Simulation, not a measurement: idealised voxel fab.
process module | voxel self aligned contacts
cross-section cut | 205 nm wide | cells 5 nm
A cross-section is a grid of square cells, given in bands from the top down. A band is one or more rows of cells.
Each band's line starts with the height of the band's top and of its bottom, in nm. Then come its materials from left to right, each with its width in nm. One material with "throughout" fills the band from edge to edge. "air" is empty space.
Height 0 is the level under which the wafer as received is all one material. The lowest band goes on downwards, as in "0 down".
A width such as "30 to 40" changes by the same amount from each row of cells to the next, from the band's top row to its bottom row.
"no change" after a step means that no cell of the cross-section changed.
closed voids: empty space of 8 cells or more with no open way to the top, each as width x height at its distance from the left edge, in nm
after a step's settings: what the simulator itself notes on the step
overlay nm, on a step with a mask: how far to the right of its planned place the mask lay; to the left if negative
plan
1 op RECEIVE | material Si
2 op CONFORMAL_DEP | material SiO2 | thk nm 5
3 op DIRECTIONAL_DEP | material polySi | thk nm 20
4 op DIRECTIONAL_DEP | material SiN | thk nm 20
5 op MASKED_ETCH | tone cover | mask id GATE | width nm 35 | pitch nm 70 | etch materials SiN | depth nm 10 | overlay nm 0
6 op MASKED_ETCH | tone cover | mask id GATE | width nm 35 | pitch nm 70 | etch materials polySi | depth nm 20 | overlay nm 0
7 op CONFORMAL_DEP | material SiN | thk nm 10
8 op DIRECTIONAL_ETCH | etch materials SiN | depth nm 10
9 op FILL_DEP | material SiO2 | thk nm 10
10 op CMP | height nm 50
11 op PATTERN | tone open | mask id CONTACT | material resist | width nm 45 | pitch nm 70 | thk nm 20 | overlay nm 0
12 op DIRECTIONAL_ETCH | etch materials SiO2 | depth nm 50
13 op STRIP | etch materials resist
14 op CONFORMAL_DEP | material TiN | thk nm 5
15 op FILL_DEP | material Ru | thk nm 10
16 op CMP | height nm 50
17 op CONFORMAL_DEP | material SiCN | thk nm 5
varied across the wafers: depth nm of step 5. The plan shows the first wafer's value. All wafers start alike
first wafer as received, after step 1
  0 down: Si throughout
  closed voids: none
first wafer at the end, after step 17
  55 to 50: SiCN throughout
  50 to 45: SiO2 45 | TiN 20 | Ru 5 | TiN 20 | SiO2 25 | TiN 20 | Ru 5 | TiN 20 | SiO2 45
  45 to 40: SiO2 5 | SiN 55 | TiN 5 | Ru 5 | TiN 5 | SiN 55 | TiN 5 | Ru 5 | TiN 5 | SiN 55 | SiO2 5
  40 to 35: SiO2 5 | SiN 55 | TiN 15 | SiN 55 | TiN 15 | SiN 55 | SiO2 5
  35 to 25: SiN throughout
  25 to 5: polySi throughout
  5 to 0: SiO2 throughout
  0 down: Si throughout
  closed voids: none
last wafer at the end
  55 to 50: SiCN throughout
  50 to 45: SiO2 45 | TiN 20 | Ru 5 | TiN 20 | SiO2 25 | TiN 20 | Ru 5 | TiN 20 | SiO2 45
  45 to 25: SiO2 5 | SiN 55 | TiN 5 | Ru 5 | TiN 5 | SiN 55 | TiN 5 | Ru 5 | TiN 5 | SiN 55 | SiO2 5
  25 to 5: SiO2 5 | SiN 10 | polySi 35 | SiN 10 | TiN 5 | Ru 5 | TiN 5 | SiN 10 | polySi 35 | SiN 10 | TiN 5 | Ru 5 | TiN 5 | SiN 10 | polySi 35 | SiN 10 | SiO2 5
  5 to 0: SiO2 60 | TiN 15 | SiO2 55 | TiN 15 | SiO2 60
  0 down: Si throughout
  closed voids: none
each wafer at the end: cells of each material gained (+) or lost (-) since it was received, then its closed voids
depth nm 10 | +4 Ru | +41 SiCN | +148 SiN | +68 SiO2 | +26 TiN | +164 polySi | closed voids: none
depth nm 15 | +6 Ru | +41 SiCN | +140 SiN | +70 SiO2 | +30 TiN | +164 polySi | closed voids: none
depth nm 20 | +18 Ru | +41 SiCN | +180 SiN | +74 SiO2 | +54 TiN | +84 polySi | closed voids: none
depth nm 25 | +18 Ru | +41 SiCN | +180 SiN | +74 SiO2 | +54 TiN | +84 polySi | closed voids: none
depth nm 30 | +18 Ru | +41 SiCN | +180 SiN | +74 SiO2 | +54 TiN | +84 polySi | closed voids: none
depth nm 35 | +18 Ru | +41 SiCN | +180 SiN | +74 SiO2 | +54 TiN | +84 polySi | closed voids: none
